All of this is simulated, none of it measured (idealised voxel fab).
The following is a process module called voxel self aligned contacts.
Cross-sectional view cut (width: 240 nm; square cell size: 5 nm).
Throughout this document, each cross-section is represented as a grid of square cells and is presented as a sequence of bands enumerated from the top downward, where a band comprises one or more rows of cells.
The band entry comprises the height of the band's top followed by the height of its bottom, expressed in nm, and subsequently the band's materials from left to right, each stated together with its width in nm. Where a single material is marked with the word "everywhere", that material fills the band from edge to edge. The word "air" represents empty space.
Height 0 is the level under which the wafer as received is all one material. The lowest band goes on downwards, as in "0 nm and below".
A width given as "30..40" starts at the first number in the band's top row and ends at the second number in its bottom row, shifting by an equal amount at every step from row to row.
Where the words "remained the same" appear for a step, the cross-section shows no cell changed by that step; every cell remained as before.
Entry "Entrapped voids" = empty spaces >= 8 cells with no open way to the top; each as width x height at distance, distance from left edge, all nm.
Note: text after step settings on the step line = simulator remark on that step.
The "overlay nm" setting may appear on a step's line; for a step that uses a mask, it gives how far to the right of its planned position the mask lay, and a negative value indicates the left.

[These are the steps we planned for the process]
1: RECEIVE | material Si
2: OXIDIZE | depth nm 5
3: DIRECTIONAL_DEP | material polySi | thk nm 20
4: DIRECTIONAL_DEP | material SiN | thk nm 15
5: PATTERN | tone cover | mask id GATE | material resist | width nm 30 | pitch nm 60 | thk nm 20 | overlay nm 0
6: DIRECTIONAL_ETCH | etch materials SiN | depth nm 15
7: DIRECTIONAL_ETCH | etch materials polySi | depth nm 20
8: STRIP | etch materials resist
9: CONFORMAL_DEP | material SiN | thk nm 5
10: DIRECTIONAL_ETCH | etch materials SiN | depth nm 5
11: FILL_DEP | material SiO2 | thk nm 15
12: CMP | height nm 40
13: PATTERN | tone open | mask id CONTACT | material resist | width nm 40 | thk nm 15 | overlay nm 0
14: DIRECTIONAL_ETCH | etch materials SiO2 | depth nm 45
15: STRIP | etch materials resist
16: CONFORMAL_DEP | material TiN | thk nm 5
17: FILL_DEP | material Ru | thk nm 5
18: CMP | height nm 40
19: CONFORMAL_DEP | material SiCN | thk nm 5

[As-received wafer cross-section (after step 1)]
> 0 nm and below  Si everywhere
> Entrapped voids: none

[End-of-module XS, first of two wafers, run as planned]
> 45 nm to 40 nm  SiCN everywhere
> 40 nm to 35 nm  SiO2 (100), then TiN (15), then Ru (10), then TiN (15), then SiO2 (100)
> 35 nm to 20 nm  SiO2 (70), then SiN (40), then TiN (5), then Ru (10), then TiN (5), then SiN (40), then SiO2 (70)
> 20 nm to 0 nm  SiO2 (70), then SiN (5), then polySi (30), then SiN (5), then TiN (5), then Ru (10), then TiN (5), then SiN (5), then polySi (30), then SiN (5), then SiO2 (70)
> 0 nm to -5 nm  SiO2 (110), then TiN (20), then SiO2 (110)
> -5 nm and below  Si everywhere
> Entrapped voids: none

[This is the second of the two wafers, cross-sectioned at the end of the module; it started exactly like the first and was given the same plan, but it was run with one mistake]
> 45 nm to 40 nm  SiCN everywhere
> 40 nm to 35 nm  SiO2 (100), then TiN (15), then Ru (10), then TiN (15), then SiO2 (100)
> 35 nm to 20 nm  SiO2 (70), then SiN (40), then TiN (5), then Ru (10), then TiN (5), then SiN (40), then SiO2 (70)
> 20 nm to 5 nm  SiO2 (70), then SiN (5), then polySi (30), then SiN (5), then TiN (5), then Ru (10), then TiN (5), then SiN (5), then polySi (30), then SiN (5), then SiO2 (70)
> 5 nm to 0 nm  SiO2 (70), then SiN (5), then polySi (30), then SiN (5), then TiN (20), then SiN (5), then polySi (30), then SiN (5), then SiO2 (70)
> 0 nm and below  Si everywhere
> Entrapped voids: none
Nonconformance to the process plan: it should be noted that step 2 of the plan was omitted and was not performed
The second wafer ends with more or fewer cells of some materials than the first, per final count: -2 Ru, +48 Si, -44 SiO2, -2 TiN
